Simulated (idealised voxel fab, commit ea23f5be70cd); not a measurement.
process module | voxel released beams
cross-section cut | 220 nm wide | cells 5 nm
A cross-section is a grid of square cells, given in bands from the top down. A band is one or more rows of cells.
Each band's line starts with the height of the band's top and of its bottom, in nm. Then come its materials from left to right, each with its width in nm. One material with "throughout" fills the band from edge to edge. "air" is empty space.
Height 0 is the level under which the wafer as received is all one material. The lowest band goes on downwards, as in "0 down".
A width such as "30 to 40" changes by the same amount from each row of cells to the next, from the band's top row to its bottom row.
"no change" after a step means that no cell of the cross-section changed.
closed voids: empty space of 8 cells or more with no open way to the top, each as width x height at its distance from the left edge, in nm
after a step's settings: what the simulator itself notes on the step
overlay nm, on a step with a mask: how far to the right of its planned place the mask lay; to the left if negative
plan
1 op RECEIVE | material Si
2 op CONFORMAL_DEP | material Al2O3 | thk nm 10
3 op DIRECTIONAL_DEP | material SiO2 | thk nm 10
4 op DIRECTIONAL_DEP | material aC | thk nm 15
5 op PATTERN | tone open | mask id ANCHOR | material resist | width nm 35 | thk nm 30 | overlay nm 0
6 op DIRECTIONAL_ETCH | etch materials aC | depth nm 15
7 op STRIP | etch materials resist
8 op DIRECTIONAL_ETCH | etch materials SiO2 | depth nm 10
9 op STRIP | etch materials aC
10 op CONFORMAL_DEP | material W | thk nm 10
11 op MASKED_ETCH | tone cover | mask id BEAM | width nm 110 | etch materials W | depth nm 10 | overlay nm 0
12 op STRIP | etch materials SiO2
as received, after step 1
  0 down: Si throughout
  closed voids: none
a wafer at the end: this start, this plan, one mistake
  30 to 20: air 50 | W 50 | air 120
  20 to 10: air 45 | W 10 | SiO2 35 | W 70 | air 60
  10 to 0: Al2O3 throughout
  0 down: Si throughout
  closed voids: none
what went wrong: step 5 ran as: op PATTERN | tone cover | mask id ANCHOR | material resist | width nm 35 | thk nm 30 | overlay nm 0
